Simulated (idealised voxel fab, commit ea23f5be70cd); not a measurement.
Herein follows the process module entitled voxel transistor to metal.
Square cells of 5 nm make up the cross-section cut, whose width is 185 nm.
Cross-section format: a grid of square cells, given as bands from top to bottom; each band is one or more rows of cells. Basically the band line says how high the top is and how high the bottom is, in nm, and then what's in it from left to right, every material with its width in nm. Empty space shows up as "air", and if a single material carries "full width" it runs the full band edge to edge. The level at which height equals 0 is the one under which the wafer, as it arrives, is entirely one material. No lower edge exists for the bottom band, which continues downward and is notated as in "from 0 down". When a width is written as two numbers, as in "30->40", the first number is the width in the top row of cells of the band and the second is the width in its bottom row, and the width changes by the same amount from each row to the next. What does "no alteration" mean for a step? It means no cell of the cross-section changed in that step. Reported under the label "Enclosed empty spaces" are the empty spaces having no open way to the top and comprising 8 cells or more; the notation for each is width x height at distance, in which the distance is measured from the left edge and all three values are in nm. If you see something after the settings on a step's line, that's the simulator's own remark about that step. Regarding "overlay nm": on a step with a mask, it is the distance the mask lay to the right of its planned place; a negative value places it to the left.
The following list gives the planned process steps
step 1: RECEIVE: material Si
step 2: OXIDIZE: depth nm 5
step 3: CONFORMAL_DEP: material SiN, thk nm 10
step 4: MASKED_ETCH: tone cover, mask id ACTIVE, width nm 115, etch materials SiN, depth nm 10, overlay nm 0
step 5: MASKED_ETCH: tone cover, mask id ACTIVE, width nm 115, etch materials SiO2, depth nm 5, overlay nm 0
step 6: MASKED_ETCH: tone cover, mask id ACTIVE, width nm 115, etch materials Si, depth nm 35, overlay nm 0
step 7: OXIDIZE: depth nm 5
step 8: FILL_DEP: material SiO2, thk nm 10
step 9: CMP: height nm 10
step 10: SELECTIVE_ETCH: etch materials SiO2, depth nm 10
step 11: STRIP: etch materials SiN
step 12: SELECTIVE_ETCH: etch materials SiO2, depth nm 5
step 13: OXIDIZE: depth nm 5
step 14: DIRECTIONAL_DEP: material polySi, thk nm 25
step 15: DIRECTIONAL_DEP: material SiCN, thk nm 15
step 16: PATTERN: tone cover, mask id GATE, material resist, width nm 35, thk nm 20, overlay nm 0
step 17: DIRECTIONAL_ETCH: etch materials SiCN, depth nm 25
step 18: DIRECTIONAL_ETCH: etch materials polySi, depth nm 35
step 19: STRIP: etch materials resist
step 20: CONFORMAL_DEP: material SiN, thk nm 10
step 21: DIRECTIONAL_ETCH: etch materials SiN, depth nm 10
step 22: DIRECTIONAL_ETCH: etch materials SiO2, depth nm 5
step 23: DIRECTIONAL_ETCH: etch materials Si, depth nm 15
step 24: EPI: material pSi, thk nm 15
step 25: FILL_DEP: material SiO2, thk nm 10
step 26: CMP: height nm 20
step 27: STRIP: etch materials polySi
step 28: SELECTIVE_ETCH: etch materials SiO2, depth nm 5
step 29: CONFORMAL_DEP: material HfO2, thk nm 5
step 30: CONFORMAL_DEP: material TiN, thk nm 5
step 31: FILL_DEP: material W, thk nm 10
step 32: CMP: height nm 15
step 33: DIRECTIONAL_DEP: material SiO2, thk nm 10
step 34: PATTERN: tone open, mask id CONTACT, material resist, width nm 15, pitch nm 80, thk nm 20, overlay nm 0
step 35: DIRECTIONAL_ETCH: etch materials SiO2, depth nm 35
step 36: STRIP: etch materials resist
step 37: CONFORMAL_DEP: material TiN, thk nm 5
step 38: FILL_DEP: material W, thk nm 5
step 39: CMP: height nm 25
step 40: CONFORMAL_DEP: material SiN, thk nm 5
step 41: DIRECTIONAL_DEP: material SiO2, thk nm 15
step 42: MASKED_ETCH: tone open, mask id METAL_1, width nm 15, pitch nm 80, etch materials SiO2, depth nm 15, overlay nm 0
step 43: MASKED_ETCH: tone open, mask id METAL_1, width nm 15, pitch nm 80, etch materials SiN, depth nm 5, overlay nm 0
step 44: CONFORMAL_DEP: material TiN, thk nm 5
step 45: FILL_DEP: material Cu, thk nm 10
step 46: CMP: height nm 45
step 47: CONFORMAL_DEP: material SiCN, thk nm 5
step 48: DIRECTIONAL_DEP: material SiO2, thk nm 30
step 49: MASKED_ETCH: tone open, mask id METAL_2, width nm 15, pitch nm 80, etch materials SiO2, depth nm 20, overlay nm 0
step 50: PATTERN: tone open, mask id METAL_2_HOLES, material resist, width nm 15, pitch nm 80, thk nm 20, overlay nm 0
step 51: DIRECTIONAL_ETCH: etch materials SiO2, depth nm 10
step 52: DIRECTIONAL_ETCH: etch materials SiCN, depth nm 5
step 53: STRIP: etch materials resist
step 54: CONFORMAL_DEP: material TiN, thk nm 5
step 55: FILL_DEP: material Cu, thk nm 10
step 56: CMP: height nm 80
step 57: CONFORMAL_DEP: material SiN, thk nm 5
Below: the first of two wafers, run as planned
Cross-section of the wafer as it came to us, i.e., already through step 1
	from 0 down = Si full width
	Enclosed empty spaces: none
How the wafer stands in section after step 2
	from 0 to -5 = SiO2 full width
	For the remainder of the cross-section, below -5, there is no change.
How the wafer stands in section after step 3
	from 10 to 0 = SiN full width
	For the remainder of the cross-section, below 0, there is no change.
How the wafer stands in section after step 4
	from 10 to 0 = air (35); SiN (115); air (35)
	For the remainder of the cross-section, below 0, there is no change.
How the wafer stands in section after step 5
	from 10 to 0 = air (35); SiN (115); air (35)
	from 0 to -5 = air (35); SiO2 (115); air (35)
	For the remainder of the cross-section, below -5, there is no change.
How the wafer stands in section after step 6
	from 10 to 0 = air (35); SiN (115); air (35)
	from 0 to -5 = air (35); SiO2 (115); air (35)
	from -5 to -40 = air (35); Si (115); air (35)
	For the remainder of the cross-section, below -40, there is no change.
How the wafer stands in section after step 7
	from 10 to 0 = air (35); SiN (115); air (35)
	from 0 to -5 = air (35); SiO2 (115); air (35)
	from -5 to -40 = air (35); SiO2 (5); Si (105); SiO2 (5); air (35)
	from -40 to -45 = SiO2 (40); Si (105); SiO2 (40)
	For the remainder of the cross-section, below -45, there is no change.
How the wafer stands in section after step 8
	from 20 to 10 = SiO2 full width
	from 10 to 0 = SiO2 (35); SiN (115); SiO2 (35)
	from 0 to -5 = SiO2 full width
	from -5 to -45 = SiO2 (40); Si (105); SiO2 (40)
	For the remainder of the cross-section, below -45, there is no change.
How the wafer stands in section after step 9
	from 10 to 0 = SiO2 (35); SiN (115); SiO2 (35)
	For the remainder of the cross-section, below 0, there is no change.
How the wafer stands in section after step 10
	from 10 to 0 = air (35); SiN (115); air (35)
	For the remainder of the cross-section, below 0, there is no change.
How the wafer stands in section after step 11
	from 0 to -5 = SiO2 full width
	For the remainder of the cross-section, below -5, there is no change.
How the wafer stands in section after step 12
	from -5 to -45 = SiO2 (40); Si (105); SiO2 (40)
	For the remainder of the cross-section, below -45, there is no change.
How the wafer stands in section after step 13
	from -5 to -10 = SiO2 full width
	For the remainder of the cross-section, below -10, there is no change.
How the wafer stands in section after step 14
	from 20 to -5 = polySi full width
	For the remainder of the cross-section, below -5, there is no change.
How the wafer stands in section after step 15
	from 35 to 20 = SiCN full width
	For the remainder of the cross-section, below 20, there is no change.
How the wafer stands in section after step 16
	from 55 to 35 = air (75); resist (35); air (75)
	For the remainder of the cross-section, below 35, there is no change.
How the wafer stands in section after step 17
	from 55 to 35 = air (75); resist (35); air (75)
	from 35 to 20 = air (75); SiCN (35); air (75)
	For the remainder of the cross-section, below 20, there is no change.
How the wafer stands in section after step 18
	from 55 to 35 = air (75); resist (35); air (75)
	from 35 to 20 = air (75); SiCN (35); air (75)
	from 20 to -5 = air (75); polySi (35); air (75)
	For the remainder of the cross-section, below -5, there is no change.
How the wafer stands in section after step 19
	from 35 to 20 = air (75); SiCN (35); air (75)
	For the remainder of the cross-section, below 20, there is no change.
How the wafer stands in section after step 20
	from 45 to 35 = air (65); SiN (55); air (65)
	from 35 to 20 = air (65); SiN (10); SiCN (35); SiN (10); air (65)
	from 20 to 5 = air (65); SiN (10); polySi (35); SiN (10); air (65)
	from 5 to -5 = SiN (75); polySi (35); SiN (75)
	For the remainder of the cross-section, below -5, there is no change.
How the wafer stands in section after step 21
	from 35 to 20 = air (65); SiN (10); SiCN (35); SiN (10); air (65)
	from 20 to -5 = air (65); SiN (10); polySi (35); SiN (10); air (65)
	For the remainder of the cross-section, below -5, there is no change.
How the wafer stands in section after step 22
	from 35 to 20 = air (65); SiN (10); SiCN (35); SiN (10); air (65)
	from 20 to -5 = air (65); SiN (10); polySi (35); SiN (10); air (65)
	from -5 to -10 = air (65); SiO2 (55); air (65)
	For the remainder of the cross-section, below -10, there is no change.
How the wafer stands in section after step 23
	from 35 to 20 = air (65); SiN (10); SiCN (35); SiN (10); air (65)
	from 20 to -5 = air (65); SiN (10); polySi (35); SiN (10); air (65)
	from -5 to -10 = air (65); SiO2 (55); air (65)
	from -10 to -25 = SiO2 (40); air (25); Si (55); air (25); SiO2 (40)
	For the remainder of the cross-section, below -25, there is no change.
How the wafer stands in section after step 24
	from 35 to 20 = air (65); SiN (10); SiCN (35); SiN (10); air (65)
	from 20 to 5 = air (65); SiN (10); polySi (35); SiN (10); air (65)
	from 5 to -5 = air (50); pSi (15); SiN (10); polySi (35); SiN (10); pSi (15); air (50)
	from -5 to -10 = air (50); pSi (15); SiO2 (55); pSi (15); air (50)
	from -10 to -25 = SiO2 (40); pSi (25); Si (55); pSi (25); SiO2 (40)
	For the remainder of the cross-section, below -25, there is no change.
How the wafer stands in section after step 25
	from 45 to 35 = SiO2 full width
	from 35 to 20 = SiO2 (65); SiN (10); SiCN (35); SiN (10); SiO2 (65)
	from 20 to 5 = SiO2 (65); SiN (10); polySi (35); SiN (10); SiO2 (65)
	from 5 to -5 = SiO2 (50); pSi (15); SiN (10); polySi (35); SiN (10); pSi (15); SiO2 (50)
	from -5 to -10 = SiO2 (50); pSi (15); SiO2 (55); pSi (15); SiO2 (50)
	For the remainder of the cross-section, below -10, there is no change.
How the wafer stands in section after step 26
	from 20 to 5 = SiO2 (65); SiN (10); polySi (35); SiN (10); SiO2 (65)
	For the remainder of the cross-section, below 5, there is no change.
How the wafer stands in section after step 27
	from 20 to 5 = SiO2 (65); SiN (10); air (35); SiN (10); SiO2 (65)
	from 5 to -5 = SiO2 (50); pSi (15); SiN (10); air (35); SiN (10); pSi (15); SiO2 (50)
	For the remainder of the cross-section, below -5, there is no change.
How the wafer stands in section after step 28
	from 20 to 15 = air (65); SiN (10); air (35); SiN (10); air (65)
	from 15 to 5 = SiO2 (65); SiN (10); air (35); SiN (10); SiO2 (65)
	from 5 to -5 = SiO2 (50); pSi (15); SiN (10); air (35); SiN (10); pSi (15); SiO2 (50)
	from -5 to -10 = SiO2 (50); pSi (15); SiO2 (5); air (45); SiO2 (5); pSi (15); SiO2 (50)
	For the remainder of the cross-section, below -10, there is no change.
How the wafer stands in section after step 29
	from 25 to 20 = air (60); HfO2 (20); air (25); HfO2 (20); air (60)
	from 20 to 15 = HfO2 (65); SiN (10); HfO2 (5); air (25); HfO2 (5); SiN (10); HfO2 (65)
	from 15 to 5 = SiO2 (65); SiN (10); HfO2 (5); air (25); HfO2 (5); SiN (10); SiO2 (65)
	from 5 to -5 = SiO2 (50); pSi (15); SiN (10); HfO2 (5); air (25); HfO2 (5); SiN (10); pSi (15); SiO2 (50)
	from -5 to -10 = SiO2 (50); pSi (15); SiO2 (5); HfO2 (45); SiO2 (5); pSi (15); SiO2 (50)
	For the remainder of the cross-section, below -10, there is no change.
How the wafer stands in section after step 30
	from 30 to 25 = air (55); TiN (30); air (15); TiN (30); air (55)
	from 25 to 20 = TiN (60); HfO2 (20); TiN (5); air (15); TiN (5); HfO2 (20); TiN (60)
	from 20 to 15 = HfO2 (65); SiN (10); HfO2 (5); TiN (5); air (15); TiN (5); HfO2 (5); SiN (10); HfO2 (65)
	from 15 to 5 = SiO2 (65); SiN (10); HfO2 (5); TiN (5); air (15); TiN (5); HfO2 (5); SiN (10); SiO2 (65)
	from 5 to 0 = SiO2 (50); pSi (15); SiN (10); HfO2 (5); TiN (5); air (15); TiN (5); HfO2 (5); SiN (10); pSi (15); SiO2 (50)
	from 0 to -5 = SiO2 (50); pSi (15); SiN (10); HfO2 (5); TiN (25); HfO2 (5); SiN (10); pSi (15); SiO2 (50)
	For the remainder of the cross-section, below -5, there is no change.
How the wafer stands in section after step 31
	from 40 to 30 = W full width
	from 30 to 25 = W (55); TiN (30); W (15); TiN (30); W (55)
	from 25 to 20 = TiN (60); HfO2 (20); TiN (5); W (15); TiN (5); HfO2 (20); TiN (60)
	from 20 to 15 = HfO2 (65); SiN (10); HfO2 (5); TiN (5); W (15); TiN (5); HfO2 (5); SiN (10); HfO2 (65)
	from 15 to 5 = SiO2 (65); SiN (10); HfO2 (5); TiN (5); W (15); TiN (5); HfO2 (5); SiN (10); SiO2 (65)
	from 5 to 0 = SiO2 (50); pSi (15); SiN (10); HfO2 (5); TiN (5); W (15); TiN (5); HfO2 (5); SiN (10); pSi (15); SiO2 (50)
	For the remainder of the cross-section, below 0, there is no change.
How the wafer stands in section after step 32
	from 15 to 5 = SiO2 (65); SiN (10); HfO2 (5); TiN (5); W (15); TiN (5); HfO2 (5); SiN (10); SiO2 (65)
	For the remainder of the cross-section, below 5, there is no change.
How the wafer stands in section after step 33
	from 25 to 15 = SiO2 full width
	For the remainder of the cross-section, below 15, there is no change.
How the wafer stands in section after step 34
	from 45 to 25 = resist (45); air (15); resist (65); air (15); resist (45)
	For the remainder of the cross-section, below 25, there is no change.
How the wafer stands in section after step 35
	from 45 to 25 = resist (45); air (15); resist (65); air (15); resist (45)
	from 25 to 15 = SiO2 (45); air (15); SiO2 (65); air (15); SiO2 (45)
	from 15 to 5 = SiO2 (45); air (15); SiO2 (5); SiN (10); HfO2 (5); TiN (5); W (15); TiN (5); HfO2 (5); SiN (10); SiO2 (5); air (15); SiO2 (45)
	from 5 to 0 = SiO2 (45); air (5); pSi (15); SiN (10); HfO2 (5); TiN (5); W (15); TiN (5); HfO2 (5); SiN (10); pSi (15); air (5); SiO2 (45)
	from 0 to -5 = SiO2 (45); air (5); pSi (15); SiN (10); HfO2 (5); TiN (25); HfO2 (5); SiN (10); pSi (15); air (5); SiO2 (45)
	from -5 to -10 = SiO2 (45); air (5); pSi (15); SiO2 (5); HfO2 (45); SiO2 (5); pSi (15); air (5); SiO2 (45)
	For the remainder of the cross-section, below -10, there is no change.
How the wafer stands in section after step 36
	from 25 to 15 = SiO2 (45); air (15); SiO2 (65); air (15); SiO2 (45)
	For the remainder of the cross-section, below 15, there is no change.
How the wafer stands in section after step 37
	from 30 to 25 = TiN (50); air (5); TiN (75); air (5); TiN (50)
	from 25 to 15 = SiO2 (45); TiN (5); air (5); TiN (5); SiO2 (65); TiN (5); air (5); TiN (5); SiO2 (45)
	from 15 to 10 = SiO2 (45); TiN (5); air (5); TiN (5); SiO2 (5); SiN (10); HfO2 (5); TiN (5); W (15); TiN (5); HfO2 (5); SiN (10); SiO2 (5); TiN (5); air (5); TiN (5); SiO2 (45)
	from 10 to 5 = SiO2 (45); TiN (15); SiO2 (5); SiN (10); HfO2 (5); TiN (5); W (15); TiN (5); HfO2 (5); SiN (10); SiO2 (5); TiN (15); SiO2 (45)
	from 5 to 0 = SiO2 (45); TiN (5); pSi (15); SiN (10); HfO2 (5); TiN (5); W (15); TiN (5); HfO2 (5); SiN (10); pSi (15); TiN (5); SiO2 (45)
	from 0 to -5 = SiO2 (45); TiN (5); pSi (15); SiN (10); HfO2 (5); TiN (25); HfO2 (5); SiN (10); pSi (15); TiN (5); SiO2 (45)
	from -5 to -10 = SiO2 (45); TiN (5); pSi (15); SiO2 (5); HfO2 (45); SiO2 (5); pSi (15); TiN (5); SiO2 (45)
	For the remainder of the cross-section, below -10, there is no change.
How the wafer stands in section after step 38
	from 35 to 30 = W full width
	from 30 to 25 = TiN (50); W (5); TiN (75); W (5); TiN (50)
	from 25 to 15 = SiO2 (45); TiN (5); W (5); TiN (5); SiO2 (65); TiN (5); W (5); TiN (5); SiO2 (45)
	from 15 to 10 = SiO2 (45); TiN (5); W (5); TiN (5); SiO2 (5); SiN (10); HfO2 (5); TiN (5); W (15); TiN (5); HfO2 (5); SiN (10); SiO2 (5); TiN (5); W (5); TiN (5); SiO2 (45)
	For the remainder of the cross-section, below 10, there is no change.
How the wafer stands in section after step 39
	from 25 to 15 = SiO2 (45); TiN (5); W (5); TiN (5); SiO2 (65); TiN (5); W (5); TiN (5); SiO2 (45)
	For the remainder of the cross-section, below 15, there is no change.
How the wafer stands in section after step 40
	from 30 to 25 = SiN full width
	For the remainder of the cross-section, below 25, there is no change.
How the wafer stands in section after step 41
	from 45 to 30 = SiO2 full width
	For the remainder of the cross-section, below 30, there is no change.
How the wafer stands in section after step 42
	from 45 to 30 = SiO2 (45); air (15); SiO2 (65); air (15); SiO2 (45)
	For the remainder of the cross-section, below 30, there is no change.
How the wafer stands in section after step 43
	from 45 to 30 = SiO2 (45); air (15); SiO2 (65); air (15); SiO2 (45)
	from 30 to 25 = SiN (45); air (15); SiN (65); air (15); SiN (45)
	For the remainder of the cross-section, below 25, there is no change.
How the wafer stands in section after step 44
	from 50 to 45 = TiN (50); air (5); TiN (75); air (5); TiN (50)
	from 45 to 30 = SiO2 (45); TiN (5); air (5); TiN (5); SiO2 (65); TiN (5); air (5); TiN (5); SiO2 (45)
	from 30 to 25 = SiN (45); TiN (15); SiN (65); TiN (15); SiN (45)
	For the remainder of the cross-section, below 25, there is no change.
How the wafer stands in section after step 45
	from 60 to 50 = Cu full width
	from 50 to 45 = TiN (50); Cu (5); TiN (75); Cu (5); TiN (50)
	from 45 to 30 = SiO2 (45); TiN (5); Cu (5); TiN (5); SiO2 (65); TiN (5); Cu (5); TiN (5); SiO2 (45)
	For the remainder of the cross-section, below 30, there is no change.
How the wafer stands in section after step 46
	from 45 to 30 = SiO2 (45); TiN (5); Cu (5); TiN (5); SiO2 (65); TiN (5); Cu (5); TiN (5); SiO2 (45)
	For the remainder of the cross-section, below 30, there is no change.
How the wafer stands in section after step 47
	from 50 to 45 = SiCN full width
	For the remainder of the cross-section, below 45, there is no change.
How the wafer stands in section after step 48
	from 80 to 50 = SiO2 full width
	For the remainder of the cross-section, below 50, there is no change.
How the wafer stands in section after step 49
	from 80 to 60 = SiO2 (45); air (15); SiO2 (65); air (15); SiO2 (45)
	For the remainder of the cross-section, below 60, there is no change.
How the wafer stands in section after step 50
	from 100 to 80 = resist (45); air (15); resist (65); air (15); resist (45)
	For the remainder of the cross-section, below 80, there is no change.
How the wafer stands in section after step 51
	from 100 to 80 = resist (45); air (15); resist (65); air (15); resist (45)
	from 80 to 50 = SiO2 (45); air (15); SiO2 (65); air (15); SiO2 (45)
	For the remainder of the cross-section, below 50, there is no change.
How the wafer stands in section after step 52
	from 100 to 80 = resist (45); air (15); resist (65); air (15); resist (45)
	from 80 to 50 = SiO2 (45); air (15); SiO2 (65); air (15); SiO2 (45)
	from 50 to 45 = SiCN (45); air (15); SiCN (65); air (15); SiCN (45)
	For the remainder of the cross-section, below 45, there is no change.
How the wafer stands in section after step 53
	from 80 to 50 = SiO2 (45); air (15); SiO2 (65); air (15); SiO2 (45)
	For the remainder of the cross-section, below 50, there is no change.
How the wafer stands in section after step 54
	from 85 to 80 = TiN (50); air (5); TiN (75); air (5); TiN (50)
	from 80 to 50 = SiO2 (45); TiN (5); air (5); TiN (5); SiO2 (65); TiN (5); air (5); TiN (5); SiO2 (45)
	from 50 to 45 = SiCN (45); TiN (15); SiCN (65); TiN (15); SiCN (45)
	For the remainder of the cross-section, below 45, there is no change.
How the wafer stands in section after step 55
	from 95 to 85 = Cu full width
	from 85 to 80 = TiN (50); Cu (5); TiN (75); Cu (5); TiN (50)
	from 80 to 50 = SiO2 (45); TiN (5); Cu (5); TiN (5); SiO2 (65); TiN (5); Cu (5); TiN (5); SiO2 (45)
	For the remainder of the cross-section, below 50, there is no change.
How the wafer stands in section after step 56
	from 80 to 50 = SiO2 (45); TiN (5); Cu (5); TiN (5); SiO2 (65); TiN (5); Cu (5); TiN (5); SiO2 (45)
	For the remainder of the cross-section, below 50, there is no change.
How the wafer stands in section after step 57
	from 85 to 80 = SiN full width
	For the remainder of the cross-section, below 80, there is no change.
The Second Wafer: Common Origin and Plan, One Mistake in Execution, Identical to the First Through Step 13
Second wafer shown in cross-section at the time step 14 was slated to end
	from 20 to -10 = SiO2 full width
	For the remainder of the cross-section, below -10, there is no change.
Second wafer shown in cross-section at the time step 15 was slated to end
	from 35 to 20 = SiCN full width
	For the remainder of the cross-section, below 20, there is no change.
Second wafer shown in cross-section at the time step 16 was slated to end
	from 55 to 35 = air (75); resist (35); air (75)
	For the remainder of the cross-section, below 35, there is no change.
Second wafer shown in cross-section at the time step 17 was slated to end
	from 55 to 35 = air (75); resist (35); air (75)
	from 35 to 20 = air (75); SiCN (35); air (75)
	For the remainder of the cross-section, below 20, there is no change.
Second wafer shown in cross-section at the time step 18 was slated to end: no alteration
Second wafer shown in cross-section at the time step 19 was slated to end
	from 35 to 20 = air (75); SiCN (35); air (75)
	For the remainder of the cross-section, below 20, there is no change.
Second wafer shown in cross-section at the time step 20 was slated to end
	from 45 to 35 = air (65); SiN (55); air (65)
	from 35 to 30 = air (65); SiN (10); SiCN (35); SiN (10); air (65)
	from 30 to 20 = SiN (75); SiCN (35); SiN (75)
	For the remainder of the cross-section, below 20, there is no change.
Second wafer shown in cross-section at the time step 21 was slated to end
	from 35 to 20 = air (65); SiN (10); SiCN (35); SiN (10); air (65)
	For the remainder of the cross-section, below 20, there is no change.
Second wafer shown in cross-section at the time step 22 was slated to end
	from 35 to 20 = air (65); SiN (10); SiCN (35); SiN (10); air (65)
	from 20 to 15 = air (65); SiO2 (55); air (65)
	For the remainder of the cross-section, below 15, there is no change.
Second wafer shown in cross-section at the time step 23 was slated to end: no alteration
Second wafer shown in cross-section at the time step 24 was slated to end: no alteration
Second wafer shown in cross-section at the time step 25 was slated to end
	from 45 to 35 = SiO2 full width
	from 35 to 20 = SiO2 (65); SiN (10); SiCN (35); SiN (10); SiO2 (65)
	from 20 to -10 = SiO2 full width
	For the remainder of the cross-section, below -10, there is no change.
Second wafer shown in cross-section at the time step 26 was slated to end
	from 20 to -10 = SiO2 full width
	For the remainder of the cross-section, below -10, there is no change.
Second wafer shown in cross-section at the time step 27 was slated to end: no alteration
Second wafer shown in cross-section at the time step 28 was slated to end
	from 15 to -10 = SiO2 full width
	For the remainder of the cross-section, below -10, there is no change.
Second wafer shown in cross-section at the time step 29 was slated to end
	from 20 to 15 = HfO2 full width
	For the remainder of the cross-section, below 15, there is no change.
Second wafer shown in cross-section at the time step 30 was slated to end
	from 25 to 20 = TiN full width
	For the remainder of the cross-section, below 20, there is no change.
Second wafer shown in cross-section at the time step 31 was slated to end
	from 35 to 25 = W full width
	For the remainder of the cross-section, below 25, there is no change.
Second wafer shown in cross-section at the time step 32 was slated to end
	from 15 to -10 = SiO2 full width
	For the remainder of the cross-section, below -10, there is no change.
Second wafer shown in cross-section at the time step 33 was slated to end
	from 25 to -10 = SiO2 full width
	For the remainder of the cross-section, below -10, there is no change.
Second wafer shown in cross-section at the time step 34 was slated to end
	from 45 to 25 = resist (45); air (15); resist (65); air (15); resist (45)
	For the remainder of the cross-section, below 25, there is no change.
Second wafer shown in cross-section at the time step 35 was slated to end
	from 45 to 25 = resist (45); air (15); resist (65); air (15); resist (45)
	from 25 to -10 = SiO2 (45); air (15); SiO2 (65); air (15); SiO2 (45)
	For the remainder of the cross-section, below -10, there is no change.
Second wafer shown in cross-section at the time step 36 was slated to end
	from 25 to -10 = SiO2 (45); air (15); SiO2 (65); air (15); SiO2 (45)
	For the remainder of the cross-section, below -10, there is no change.
Second wafer shown in cross-section at the time step 37 was slated to end
	from 30 to 25 = TiN (50); air (5); TiN (75); air (5); TiN (50)
	from 25 to -5 = SiO2 (45); TiN (5); air (5); TiN (5); SiO2 (65); TiN (5); air (5); TiN (5); SiO2 (45)
	from -5 to -10 = SiO2 (45); TiN (15); SiO2 (65); TiN (15); SiO2 (45)
	For the remainder of the cross-section, below -10, there is no change.
Second wafer shown in cross-section at the time step 38 was slated to end
	from 35 to 30 = W full width
	from 30 to 25 = TiN (50); W (5); TiN (75); W (5); TiN (50)
	from 25 to -5 = SiO2 (45); TiN (5); W (5); TiN (5); SiO2 (65); TiN (5); W (5); TiN (5); SiO2 (45)
	For the remainder of the cross-section, below -5, there is no change.
Second wafer shown in cross-section at the time step 39 was slated to end
	from 25 to -5 = SiO2 (45); TiN (5); W (5); TiN (5); SiO2 (65); TiN (5); W (5); TiN (5); SiO2 (45)
	For the remainder of the cross-section, below -5, there is no change.
Second wafer shown in cross-section at the time step 40 was slated to end
	from 30 to 25 = SiN full width
	For the remainder of the cross-section, below 25, there is no change.
Second wafer shown in cross-section at the time step 41 was slated to end
	from 45 to 30 = SiO2 full width
	For the remainder of the cross-section, below 30, there is no change.
Second wafer shown in cross-section at the time step 42 was slated to end
	from 45 to 30 = SiO2 (45); air (15); SiO2 (65); air (15); SiO2 (45)
	For the remainder of the cross-section, below 30, there is no change.
Second wafer shown in cross-section at the time step 43 was slated to end
	from 45 to 30 = SiO2 (45); air (15); SiO2 (65); air (15); SiO2 (45)
	from 30 to 25 = SiN (45); air (15); SiN (65); air (15); SiN (45)
	For the remainder of the cross-section, below 25, there is no change.
Second wafer shown in cross-section at the time step 44 was slated to end
	from 50 to 45 = TiN (50); air (5); TiN (75); air (5); TiN (50)
	from 45 to 30 = SiO2 (45); TiN (5); air (5); TiN (5); SiO2 (65); TiN (5); air (5); TiN (5); SiO2 (45)
	from 30 to 25 = SiN (45); TiN (15); SiN (65); TiN (15); SiN (45)
	For the remainder of the cross-section, below 25, there is no change.
Second wafer shown in cross-section at the time step 45 was slated to end
	from 60 to 50 = Cu full width
	from 50 to 45 = TiN (50); Cu (5); TiN (75); Cu (5); TiN (50)
	from 45 to 30 = SiO2 (45); TiN (5); Cu (5); TiN (5); SiO2 (65); TiN (5); Cu (5); TiN (5); SiO2 (45)
	For the remainder of the cross-section, below 30, there is no change.
Second wafer shown in cross-section at the time step 46 was slated to end
	from 45 to 30 = SiO2 (45); TiN (5); Cu (5); TiN (5); SiO2 (65); TiN (5); Cu (5); TiN (5); SiO2 (45)
	For the remainder of the cross-section, below 30, there is no change.
Second wafer shown in cross-section at the time step 47 was slated to end
	from 50 to 45 = SiCN full width
	For the remainder of the cross-section, below 45, there is no change.
Second wafer shown in cross-section at the time step 48 was slated to end
	from 80 to 50 = SiO2 full width
	For the remainder of the cross-section, below 50, there is no change.
Second wafer shown in cross-section at the time step 49 was slated to end
	from 80 to 60 = SiO2 (45); air (15); SiO2 (65); air (15); SiO2 (45)
	For the remainder of the cross-section, below 60, there is no change.
Second wafer shown in cross-section at the time step 50 was slated to end
	from 100 to 80 = resist (45); air (15); resist (65); air (15); resist (45)
	For the remainder of the cross-section, below 80, there is no change.
Second wafer shown in cross-section at the time step 51 was slated to end
	from 100 to 80 = resist (45); air (15); resist (65); air (15); resist (45)
	from 80 to 50 = SiO2 (45); air (15); SiO2 (65); air (15); SiO2 (45)
	For the remainder of the cross-section, below 50, there is no change.
Second wafer shown in cross-section at the time step 52 was slated to end
	from 100 to 80 = resist (45); air (15); resist (65); air (15); resist (45)
	from 80 to 50 = SiO2 (45); air (15); SiO2 (65); air (15); SiO2 (45)
	from 50 to 45 = SiCN (45); air (15); SiCN (65); air (15); SiCN (45)
	For the remainder of the cross-section, below 45, there is no change.
Second wafer shown in cross-section at the time step 53 was slated to end
	from 80 to 50 = SiO2 (45); air (15); SiO2 (65); air (15); SiO2 (45)
	For the remainder of the cross-section, below 50, there is no change.
Second wafer shown in cross-section at the time step 54 was slated to end
	from 85 to 80 = TiN (50); air (5); TiN (75); air (5); TiN (50)
	from 80 to 50 = SiO2 (45); TiN (5); air (5); TiN (5); SiO2 (65); TiN (5); air (5); TiN (5); SiO2 (45)
	from 50 to 45 = SiCN (45); TiN (15); SiCN (65); TiN (15); SiCN (45)
	For the remainder of the cross-section, below 45, there is no change.
Second wafer shown in cross-section at the time step 55 was slated to end
	from 95 to 85 = Cu full width
	from 85 to 80 = TiN (50); Cu (5); TiN (75); Cu (5); TiN (50)
	from 80 to 50 = SiO2 (45); TiN (5); Cu (5); TiN (5); SiO2 (65); TiN (5); Cu (5); TiN (5); SiO2 (45)
	For the remainder of the cross-section, below 50, there is no change.
Second wafer shown in cross-section at the time step 56 was slated to end
	from 80 to 50 = SiO2 (45); TiN (5); Cu (5); TiN (5); SiO2 (65); TiN (5); Cu (5); TiN (5); SiO2 (45)
	For the remainder of the cross-section, below 50, there is no change.
Second wafer shown in cross-section at the time step 57 was slated to end
	from 85 to 80 = SiN full width
	For the remainder of the cross-section, below 80, there is no change.
What was the processing mistake? note that step 14 departed from the planned setting and was carried out as DIRECTIONAL_DEP: material SiO2, thk nm 25
End of process, cell counts, second wafer against first, materials with more or fewer: -17 HfO2, +30 Si, -16 SiN, +59 SiO2, -5 TiN, -3 W, -48 pSi
